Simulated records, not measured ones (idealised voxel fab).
Proc. module: voxel wiring stack
The cross-section shown here is cut; it is 295 nm wide and divided into square cells measuring 5 nm on a side.
Cross-section format: a grid of square cells, given as bands from top to bottom; each band is one or more rows of cells. Read a band's entry like this: the first values are the height of its top and the height of its bottom in nm, and what follows is the sequence of materials from left to right, each with its width in nm. Note that "empty" is empty space, and that a single material marked "edge to edge" reaches across the band from edge to edge. It should be noted that heights are counted from 0, beneath which the wafer as supplied is of one material throughout, and that the lowest band possesses no lower boundary but continues downward, as written in "0 -> down". A width given as "30..40" starts at the first number in the band's top row and ends at the second number in its bottom row, shifting by an equal amount at every step from row to row. "left unchanged" means the step left every cell of the cross-section as it was. Any empty space of 8 cells or more lacking an open way to the top shows up in "Enclosed cavity list" as width x height at distance, distance from the left edge, in nm. Text after the settings on a step's line: the simulator's own remark on that step. overlay nm, on a step with a mask: how far to the right of its planned place the mask lay; to the left if negative.

[Intended process steps]
| 1 | RECEIVE,material Si |
| 2 | CONFORMAL_DEP,material SiO2,thk nm 10 |
| 3 | CONFORMAL_DEP,material SiCN,thk nm 5 |
| 4 | DIRECTIONAL_DEP,material lowk,thk nm 25 |
| 5 | PATTERN,tone open,mask id METAL_1,material resist,width nm 25,pitch nm 45,thk nm 15,overlay nm 0 |
| 6 | DIRECTIONAL_ETCH,etch materials lowk,depth nm 25 |
| 7 | DIRECTIONAL_ETCH,etch materials SiCN,depth nm 5 |
| 8 | STRIP,etch materials resist |
| 9 | CONFORMAL_DEP,material TiN,thk nm 5 |
| 10 | FILL_DEP,material Cu,thk nm 5 |
| 11 | CMP,height nm 40 |
| 12 | CONFORMAL_DEP,material SiCN,thk nm 5 |
| 13 | DIRECTIONAL_DEP,material lowk,thk nm 15 |
| 14 | DIRECTIONAL_DEP,material aC,thk nm 15 |
| 15 | PATTERN,tone open,mask id PLUG_1,material resist,width nm 15,thk nm 35,overlay nm 0 |
| 16 | DIRECTIONAL_ETCH,etch materials aC,depth nm 15 |
| 17 | STRIP,etch materials resist |
| 18 | DIRECTIONAL_ETCH,etch materials lowk,depth nm 15 |
| 19 | DIRECTIONAL_ETCH,etch materials SiCN,depth nm 5 |
| 20 | STRIP,etch materials aC |
| 21 | EPI,material Ru,thk nm 10 |
| 22 | EPI,material Ru,thk nm 10 |
| 23 | CONFORMAL_DEP,material SiCN,thk nm 5 |
| 24 | DIRECTIONAL_DEP,material lowk,thk nm 15 |
| 25 | PATTERN,tone open,mask id METAL_2,material resist,width nm 25,pitch nm 45,thk nm 20,overlay nm 0 |
| 26 | DIRECTIONAL_ETCH,etch materials lowk,depth nm 15 |
| 27 | DIRECTIONAL_ETCH,etch materials SiCN,depth nm 5 |
| 28 | STRIP,etch materials resist |
| 29 | CONFORMAL_DEP,material TiN,thk nm 5 |
| 30 | FILL_DEP,material Ru,thk nm 5 |
| 31 | CMP,height nm 80 |
| 32 | CONFORMAL_DEP,material SiCN,thk nm 5 |
| 33 | DIRECTIONAL_DEP,material SiO2,thk nm 20 |
| 34 | PATTERN,tone open,mask id PLUG_2,material resist,width nm 15,thk nm 20,overlay nm 0 |
| 35 | DIRECTIONAL_ETCH,etch materials SiO2,depth nm 20 |
| 36 | DIRECTIONAL_ETCH,etch materials SiCN,depth nm 5 |
| 37 | STRIP,etch materials resist |
| 38 | CONFORMAL_DEP,material TiN,thk nm 5 |
| 39 | FILL_DEP,material Cu,thk nm 5 |
| 40 | CMP,height nm 105 |
| 41 | DIRECTIONAL_DEP,material TiN,thk nm 5 |
| 42 | DIRECTIONAL_DEP,material Ru,thk nm 25 |
| 43 | DIRECTIONAL_DEP,material aC,thk nm 10 |
| 44 | PATTERN,tone cover,mask id METAL_3,material resist,width nm 25,pitch nm 45,thk nm 25,overlay nm 0 |
| 45 | DIRECTIONAL_ETCH,etch materials aC,depth nm 10 |
| 46 | STRIP,etch materials resist |
| 47 | DIRECTIONAL_ETCH,etch materials Ru,depth nm 25 |
| 48 | DIRECTIONAL_ETCH,etch materials TiN,depth nm 5 |
| 49 | STRIP,etch materials aC |
| 50 | CONFORMAL_DEP,material SiN,thk nm 5 |
| 51 | FILL_DEP,material SiO2,thk nm 5 |
| 52 | CMP,height nm 135 |
| 53 | CONFORMAL_DEP,material SiN,thk nm 5 |

[First wafer of two (run as planned)]

[Delivered wafer in cross-section: state after step 1]
- 0 -> down: Si edge to edge
- Enclosed cavity list: none

[How the wafer stands in section after step 2]
- 10 -> 0: SiO2 edge to edge
- Below 0, the layers are the same as they were.

[How the wafer stands in section after step 3]
- 15 -> 10: SiCN edge to edge
- Below 10, the layers are the same as they were.

[How the wafer stands in section after step 4]
- 40 -> 15: lowk edge to edge
- Below 15, the layers are the same as they were.

[How the wafer stands in section after step 5]
- 55 -> 40: 110 nm resist, then 25 nm empty, then 20 nm resist, then 25 nm empty, then 115 nm resist
- Below 40, the layers are the same as they were.

[How the wafer stands in section after step 6]
- 55 -> 40: 110 nm resist, then 25 nm empty, then 20 nm resist, then 25 nm empty, then 115 nm resist
- 40 -> 15: 110 nm lowk, then 25 nm empty, then 20 nm lowk, then 25 nm empty, then 115 nm lowk
- Below 15, the layers are the same as they were.

[How the wafer stands in section after step 7]
- 55 -> 40: 110 nm resist, then 25 nm empty, then 20 nm resist, then 25 nm empty, then 115 nm resist
- 40 -> 15: 110 nm lowk, then 25 nm empty, then 20 nm lowk, then 25 nm empty, then 115 nm lowk
- 15 -> 10: 110 nm SiCN, then 25 nm empty, then 20 nm SiCN, then 25 nm empty, then 115 nm SiCN
- Below 10, the layers are the same as they were.

[How the wafer stands in section after step 8]
- 40 -> 15: 110 nm lowk, then 25 nm empty, then 20 nm lowk, then 25 nm empty, then 115 nm lowk
- Below 15, the layers are the same as they were.

[How the wafer stands in section after step 9]
- 45 -> 40: 115 nm TiN, then 15 nm empty, then 30 nm TiN, then 15 nm empty, then 120 nm TiN
- 40 -> 15: 110 nm lowk, then 5 nm TiN, then 15 nm empty, then 5 nm TiN, then 20 nm lowk, then 5 nm TiN, then 15 nm empty, then 5 nm TiN, then 115 nm lowk
- 15 -> 10: 110 nm SiCN, then 25 nm TiN, then 20 nm SiCN, then 25 nm TiN, then 115 nm SiCN
- Below 10, the layers are the same as they were.

[How the wafer stands in section after step 10]
- 50 -> 45: Cu edge to edge
- 45 -> 40: 115 nm TiN, then 15 nm Cu, then 30 nm TiN, then 15 nm Cu, then 120 nm TiN
- 40 -> 15: 110 nm lowk, then 5 nm TiN, then 15 nm Cu, then 5 nm TiN, then 20 nm lowk, then 5 nm TiN, then 15 nm Cu, then 5 nm TiN, then 115 nm lowk
- Below 15, the layers are the same as they were.

[How the wafer stands in section after step 11]
- 40 -> 15: 110 nm lowk, then 5 nm TiN, then 15 nm Cu, then 5 nm TiN, then 20 nm lowk, then 5 nm TiN, then 15 nm Cu, then 5 nm TiN, then 115 nm lowk
- Below 15, the layers are the same as they were.

[How the wafer stands in section after step 12]
- 45 -> 40: SiCN edge to edge
- Below 40, the layers are the same as they were.

[How the wafer stands in section after step 13]
- 60 -> 45: lowk edge to edge
- Below 45, the layers are the same as they were.

[How the wafer stands in section after step 14]
- 75 -> 60: aC edge to edge
- Below 60, the layers are the same as they were.

[How the wafer stands in section after step 15]
- 110 -> 75: 110 nm resist, then 15 nm empty, then 170 nm resist
- Below 75, the layers are the same as they were.

[How the wafer stands in section after step 16]
- 95 -> 75: 110 nm resist, then 15 nm empty, then 170 nm resist
- 75 -> 60: 110 nm aC, then 15 nm empty, then 170 nm aC
- Below 60, the layers are the same as they were.

[How the wafer stands in section after step 17]
- 75 -> 60: 110 nm aC, then 15 nm empty, then 170 nm aC
- Below 60, the layers are the same as they were.

[How the wafer stands in section after step 18]
- 75 -> 60: 110 nm aC, then 15 nm empty, then 170 nm aC
- 60 -> 45: 110 nm lowk, then 15 nm empty, then 170 nm lowk
- Below 45, the layers are the same as they were.

[How the wafer stands in section after step 19]
- 75 -> 60: 110 nm aC, then 15 nm empty, then 170 nm aC
- 60 -> 45: 110 nm lowk, then 15 nm empty, then 170 nm lowk
- 45 -> 40: 110 nm SiCN, then 15 nm empty, then 170 nm SiCN
- Below 40, the layers are the same as they were.

[How the wafer stands in section after step 20]
- 60 -> 45: 110 nm lowk, then 15 nm empty, then 170 nm lowk
- Below 45, the layers are the same as they were.

[How the wafer stands in section after step 21]
- 60 -> 50: 110 nm lowk, then 15 nm empty, then 170 nm lowk
- 50 -> 45: 110 nm lowk, then 15 nm Ru, then 170 nm lowk
- 45 -> 40: 110 nm SiCN, then 15 nm Ru, then 170 nm SiCN
- Below 40, the layers are the same as they were.

[How the wafer stands in section after step 22]
- 60 -> 45: 110 nm lowk, then 15 nm Ru, then 170 nm lowk
- Below 45, the layers are the same as they were.

[How the wafer stands in section after step 23]
- 65 -> 60: SiCN edge to edge
- Below 60, the layers are the same as they were.

[How the wafer stands in section after step 24]
- 80 -> 65: lowk edge to edge
- Below 65, the layers are the same as they were.

[How the wafer stands in section after step 25]
- 100 -> 80: 110 nm resist, then 25 nm empty, then 20 nm resist, then 25 nm empty, then 115 nm resist
- Below 80, the layers are the same as they were.

[How the wafer stands in section after step 26]
- 100 -> 80: 110 nm resist, then 25 nm empty, then 20 nm resist, then 25 nm empty, then 115 nm resist
- 80 -> 65: 110 nm lowk, then 25 nm empty, then 20 nm lowk, then 25 nm empty, then 115 nm lowk
- Below 65, the layers are the same as they were.

[How the wafer stands in section after step 27]
- 100 -> 80: 110 nm resist, then 25 nm empty, then 20 nm resist, then 25 nm empty, then 115 nm resist
- 80 -> 65: 110 nm lowk, then 25 nm empty, then 20 nm lowk, then 25 nm empty, then 115 nm lowk
- 65 -> 60: 110 nm SiCN, then 25 nm empty, then 20 nm SiCN, then 25 nm empty, then 115 nm SiCN
- Below 60, the layers are the same as they were.

[How the wafer stands in section after step 28]
- 80 -> 65: 110 nm lowk, then 25 nm empty, then 20 nm lowk, then 25 nm empty, then 115 nm lowk
- Below 65, the layers are the same as they were.

[How the wafer stands in section after step 29]
- 85 -> 80: 115 nm TiN, then 15 nm empty, then 30 nm TiN, then 15 nm empty, then 120 nm TiN
- 80 -> 65: 110 nm lowk, then 5 nm TiN, then 15 nm empty, then 5 nm TiN, then 20 nm lowk, then 5 nm TiN, then 15 nm empty, then 5 nm TiN, then 115 nm lowk
- 65 -> 60: 110 nm SiCN, then 25 nm TiN, then 20 nm SiCN, then 25 nm TiN, then 115 nm SiCN
- Below 60, the layers are the same as they were.

[How the wafer stands in section after step 30]
- 90 -> 85: Ru edge to edge
- 85 -> 80: 115 nm TiN, then 15 nm Ru, then 30 nm TiN, then 15 nm Ru, then 120 nm TiN
- 80 -> 65: 110 nm lowk, then 5 nm TiN, then 15 nm Ru, then 5 nm TiN, then 20 nm lowk, then 5 nm TiN, then 15 nm Ru, then 5 nm TiN, then 115 nm lowk
- Below 65, the layers are the same as they were.

[How the wafer stands in section after step 31]
- 80 -> 65: 110 nm lowk, then 5 nm TiN, then 15 nm Ru, then 5 nm TiN, then 20 nm lowk, then 5 nm TiN, then 15 nm Ru, then 5 nm TiN, then 115 nm lowk
- Below 65, the layers are the same as they were.

[How the wafer stands in section after step 32]
- 85 -> 80: SiCN edge to edge
- Below 80, the layers are the same as they were.

[How the wafer stands in section after step 33]
- 105 -> 85: SiO2 edge to edge
- Below 85, the layers are the same as they were.

[How the wafer stands in section after step 34]
- 125 -> 105: 110 nm resist, then 15 nm empty, then 170 nm resist
- Below 105, the layers are the same as they were.

[How the wafer stands in section after step 35]
- 125 -> 105: 110 nm resist, then 15 nm empty, then 170 nm resist
- 105 -> 85: 110 nm SiO2, then 15 nm empty, then 170 nm SiO2
- Below 85, the layers are the same as they were.

[How the wafer stands in section after step 36]
- 125 -> 105: 110 nm resist, then 15 nm empty, then 170 nm resist
- 105 -> 85: 110 nm SiO2, then 15 nm empty, then 170 nm SiO2
- 85 -> 80: 110 nm SiCN, then 15 nm empty, then 170 nm SiCN
- Below 80, the layers are the same as they were.

[How the wafer stands in section after step 37]
- 105 -> 85: 110 nm SiO2, then 15 nm empty, then 170 nm SiO2
- Below 85, the layers are the same as they were.

[How the wafer stands in section after step 38]
- 110 -> 105: 115 nm TiN, then 5 nm empty, then 175 nm TiN
- 105 -> 85: 110 nm SiO2, then 5 nm TiN, then 5 nm empty, then 5 nm TiN, then 170 nm SiO2
- 85 -> 80: 110 nm SiCN, then 15 nm TiN, then 170 nm SiCN
- Below 80, the layers are the same as they were.

[How the wafer stands in section after step 39]
- 115 -> 110: Cu edge to edge
- 110 -> 105: 115 nm TiN, then 5 nm Cu, then 175 nm TiN
- 105 -> 85: 110 nm SiO2, then 5 nm TiN, then 5 nm Cu, then 5 nm TiN, then 170 nm SiO2
- Below 85, the layers are the same as they were.

[How the wafer stands in section after step 40]
- 105 -> 85: 110 nm SiO2, then 5 nm TiN, then 5 nm Cu, then 5 nm TiN, then 170 nm SiO2
- Below 85, the layers are the same as they were.

[How the wafer stands in section after step 41]
- 110 -> 105: TiN edge to edge
- Below 105, the layers are the same as they were.

[How the wafer stands in section after step 42]
- 135 -> 110: Ru edge to edge
- Below 110, the layers are the same as they were.

[How the wafer stands in section after step 43]
- 145 -> 135: aC edge to edge
- Below 135, the layers are the same as they were.

[How the wafer stands in section after step 44]
- 170 -> 145: 110 nm empty, then 25 nm resist, then 20 nm empty, then 25 nm resist, then 115 nm empty
- Below 145, the layers are the same as they were.

[How the wafer stands in section after step 45]
- 160 -> 145: 110 nm empty, then 25 nm resist, then 20 nm empty, then 25 nm resist, then 115 nm empty
- 145 -> 135: 110 nm empty, then 25 nm aC, then 20 nm empty, then 25 nm aC, then 115 nm empty
- Below 135, the layers are the same as they were.

[How the wafer stands in section after step 46]
- 145 -> 135: 110 nm empty, then 25 nm aC, then 20 nm empty, then 25 nm aC, then 115 nm empty
- Below 135, the layers are the same as they were.

[How the wafer stands in section after step 47]
- 145 -> 135: 110 nm empty, then 25 nm aC, then 20 nm empty, then 25 nm aC, then 115 nm empty
- 135 -> 110: 110 nm empty, then 25 nm Ru, then 20 nm empty, then 25 nm Ru, then 115 nm empty
- Below 110, the layers are the same as they were.

[How the wafer stands in section after step 48]
- 145 -> 135: 110 nm empty, then 25 nm aC, then 20 nm empty, then 25 nm aC, then 115 nm empty
- 135 -> 110: 110 nm empty, then 25 nm Ru, then 20 nm empty, then 25 nm Ru, then 115 nm empty
- 110 -> 105: 110 nm empty, then 25 nm TiN, then 20 nm empty, then 25 nm TiN, then 115 nm empty
- Below 105, the layers are the same as they were.

[How the wafer stands in section after step 49]
- 135 -> 110: 110 nm empty, then 25 nm Ru, then 20 nm empty, then 25 nm Ru, then 115 nm empty
- Below 110, the layers are the same as they were.

[How the wafer stands in section after step 50]
- 140 -> 135: 105 nm empty, then 35 nm SiN, then 10 nm empty, then 35 nm SiN, then 110 nm empty
- 135 -> 110: 105 nm empty, then 5 nm SiN, then 25 nm Ru, then 5 nm SiN, then 10 nm empty, then 5 nm SiN, then 25 nm Ru, then 5 nm SiN, then 110 nm empty
- 110 -> 105: 110 nm SiN, then 25 nm TiN, then 20 nm SiN, then 25 nm TiN, then 115 nm SiN
- Below 105, the layers are the same as they were.

[How the wafer stands in section after step 51]
- 145 -> 140: SiO2 edge to edge
- 140 -> 135: 105 nm SiO2, then 35 nm SiN, then 10 nm SiO2, then 35 nm SiN, then 110 nm SiO2
- 135 -> 110: 105 nm SiO2, then 5 nm SiN, then 25 nm Ru, then 5 nm SiN, then 10 nm SiO2, then 5 nm SiN, then 25 nm Ru, then 5 nm SiN, then 110 nm SiO2
- Below 110, the layers are the same as they were.

[How the wafer stands in section after step 52]
- 135 -> 110: 105 nm SiO2, then 5 nm SiN, then 25 nm Ru, then 5 nm SiN, then 10 nm SiO2, then 5 nm SiN, then 25 nm Ru, then 5 nm SiN, then 110 nm SiO2
- Below 110, the layers are the same as they were.

[How the wafer stands in section after step 53]
- 140 -> 135: SiN edge to edge
- Below 135, the layers are the same as they were.

[The second wafer: identical to the first at the outset and in its planned sequence, differing only in that one mistake was made during processing; up to and including step 23, its path is the first wafer's path]

[Here is the second wafer in cross-section at the point where step 24 of the plan should have been done]
- 80 -> 65: SiN edge to edge
- Below 65, the layers are the same as they were.

[Here is the second wafer in cross-section at the point where step 25 of the plan should have been done]
- 100 -> 80: 110 nm resist, then 25 nm empty, then 20 nm resist, then 25 nm empty, then 115 nm resist
- Below 80, the layers are the same as they were.

Here is the second wafer in cross-section at the point where step 26 of the plan should have been done: left unchanged

Here is the second wafer in cross-section at the point where step 27 of the plan should have been done: left unchanged

[Here is the second wafer in cross-section at the point where step 28 of the plan should have been done]
- 80 -> 65: SiN edge to edge
- Below 65, the layers are the same as they were.

[Here is the second wafer in cross-section at the point where step 29 of the plan should have been done]
- 85 -> 80: TiN edge to edge
- Below 80, the layers are the same as they were.

[Here is the second wafer in cross-section at the point where step 30 of the plan should have been done]
- 90 -> 85: Ru edge to edge
- Below 85, the layers are the same as they were.

[Here is the second wafer in cross-section at the point where step 31 of the plan should have been done]
- 80 -> 65: SiN edge to edge
- Below 65, the layers are the same as they were.

[Here is the second wafer in cross-section at the point where step 32 of the plan should have been done]
- 85 -> 80: SiCN edge to edge
- Below 80, the layers are the same as they were.

[Here is the second wafer in cross-section at the point where step 33 of the plan should have been done]
- 105 -> 85: SiO2 edge to edge
- Below 85, the layers are the same as they were.

[Here is the second wafer in cross-section at the point where step 34 of the plan should have been done]
- 125 -> 105: 110 nm resist, then 15 nm empty, then 170 nm resist
- Below 105, the layers are the same as they were.

[Here is the second wafer in cross-section at the point where step 35 of the plan should have been done]
- 125 -> 105: 110 nm resist, then 15 nm empty, then 170 nm resist
- 105 -> 85: 110 nm SiO2, then 15 nm empty, then 170 nm SiO2
- Below 85, the layers are the same as they were.

[Here is the second wafer in cross-section at the point where step 36 of the plan should have been done]
- 125 -> 105: 110 nm resist, then 15 nm empty, then 170 nm resist
- 105 -> 85: 110 nm SiO2, then 15 nm empty, then 170 nm SiO2
- 85 -> 80: 110 nm SiCN, then 15 nm empty, then 170 nm SiCN
- Below 80, the layers are the same as they were.

[Here is the second wafer in cross-section at the point where step 37 of the plan should have been done]
- 105 -> 85: 110 nm SiO2, then 15 nm empty, then 170 nm SiO2
- Below 85, the layers are the same as they were.

[Here is the second wafer in cross-section at the point where step 38 of the plan should have been done]
- 110 -> 105: 115 nm TiN, then 5 nm empty, then 175 nm TiN
- 105 -> 85: 110 nm SiO2, then 5 nm TiN, then 5 nm empty, then 5 nm TiN, then 170 nm SiO2
- 85 -> 80: 110 nm SiCN, then 15 nm TiN, then 170 nm SiCN
- Below 80, the layers are the same as they were.

[Here is the second wafer in cross-section at the point where step 39 of the plan should have been done]
- 115 -> 110: Cu edge to edge
- 110 -> 105: 115 nm TiN, then 5 nm Cu, then 175 nm TiN
- 105 -> 85: 110 nm SiO2, then 5 nm TiN, then 5 nm Cu, then 5 nm TiN, then 170 nm SiO2
- Below 85, the layers are the same as they were.

[Here is the second wafer in cross-section at the point where step 40 of the plan should have been done]
- 105 -> 85: 110 nm SiO2, then 5 nm TiN, then 5 nm Cu, then 5 nm TiN, then 170 nm SiO2
- Below 85, the layers are the same as they were.

[Here is the second wafer in cross-section at the point where step 41 of the plan should have been done]
- 110 -> 105: TiN edge to edge
- Below 105, the layers are the same as they were.

[Here is the second wafer in cross-section at the point where step 42 of the plan should have been done]
- 135 -> 110: Ru edge to edge
- Below 110, the layers are the same as they were.

[Here is the second wafer in cross-section at the point where step 43 of the plan should have been done]
- 145 -> 135: aC edge to edge
- Below 135, the layers are the same as they were.

[Here is the second wafer in cross-section at the point where step 44 of the plan should have been done]
- 170 -> 145: 110 nm empty, then 25 nm resist, then 20 nm empty, then 25 nm resist, then 115 nm empty
- Below 145, the layers are the same as they were.

[Here is the second wafer in cross-section at the point where step 45 of the plan should have been done]
- 160 -> 145: 110 nm empty, then 25 nm resist, then 20 nm empty, then 25 nm resist, then 115 nm empty
- 145 -> 135: 110 nm empty, then 25 nm aC, then 20 nm empty, then 25 nm aC, then 115 nm empty
- Below 135, the layers are the same as they were.

[Here is the second wafer in cross-section at the point where step 46 of the plan should have been done]
- 145 -> 135: 110 nm empty, then 25 nm aC, then 20 nm empty, then 25 nm aC, then 115 nm empty
- Below 135, the layers are the same as they were.

[Here is the second wafer in cross-section at the point where step 47 of the plan should have been done]
- 145 -> 135: 110 nm empty, then 25 nm aC, then 20 nm empty, then 25 nm aC, then 115 nm empty
- 135 -> 110: 110 nm empty, then 25 nm Ru, then 20 nm empty, then 25 nm Ru, then 115 nm empty
- Below 110, the layers are the same as they were.

[Here is the second wafer in cross-section at the point where step 48 of the plan should have been done]
- 145 -> 135: 110 nm empty, then 25 nm aC, then 20 nm empty, then 25 nm aC, then 115 nm empty
- 135 -> 110: 110 nm empty, then 25 nm Ru, then 20 nm empty, then 25 nm Ru, then 115 nm empty
- 110 -> 105: 110 nm empty, then 25 nm TiN, then 20 nm empty, then 25 nm TiN, then 115 nm empty
- Below 105, the layers are the same as they were.

[Here is the second wafer in cross-section at the point where step 49 of the plan should have been done]
- 135 -> 110: 110 nm empty, then 25 nm Ru, then 20 nm empty, then 25 nm Ru, then 115 nm empty
- Below 110, the layers are the same as they were.

[Here is the second wafer in cross-section at the point where step 50 of the plan should have been done]
- 140 -> 135: 105 nm empty, then 35 nm SiN, then 10 nm empty, then 35 nm SiN, then 110 nm empty
- 135 -> 110: 105 nm empty, then 5 nm SiN, then 25 nm Ru, then 5 nm SiN, then 10 nm empty, then 5 nm SiN, then 25 nm Ru, then 5 nm SiN, then 110 nm empty
- 110 -> 105: 110 nm SiN, then 25 nm TiN, then 20 nm SiN, then 25 nm TiN, then 115 nm SiN
- Below 105, the layers are the same as they were.

[Here is the second wafer in cross-section at the point where step 51 of the plan should have been done]
- 145 -> 140: SiO2 edge to edge
- 140 -> 135: 105 nm SiO2, then 35 nm SiN, then 10 nm SiO2, then 35 nm SiN, then 110 nm SiO2
- 135 -> 110: 105 nm SiO2, then 5 nm SiN, then 25 nm Ru, then 5 nm SiN, then 10 nm SiO2, then 5 nm SiN, then 25 nm Ru, then 5 nm SiN, then 110 nm SiO2
- Below 110, the layers are the same as they were.

[Here is the second wafer in cross-section at the point where step 52 of the plan should have been done]
- 135 -> 110: 105 nm SiO2, then 5 nm SiN, then 25 nm Ru, then 5 nm SiN, then 10 nm SiO2, then 5 nm SiN, then 25 nm Ru, then 5 nm SiN, then 110 nm SiO2
- Below 110, the layers are the same as they were.

[Here is the second wafer in cross-section at the point where step 53 of the plan should have been done]
- 140 -> 135: SiN edge to edge
- Below 135, the layers are the same as they were.
So what did we get wrong on this run? step 24 off recipe, ran as DIRECTIONAL_DEP,material SiN,thk nm 15
Per the end-of-run cell counts, the second wafer holds more or fewer of some materials than the first: 18 fewer of Ru | 10 more of SiCN | 177 more of SiN | 22 fewer of TiN | 147 fewer of lowk
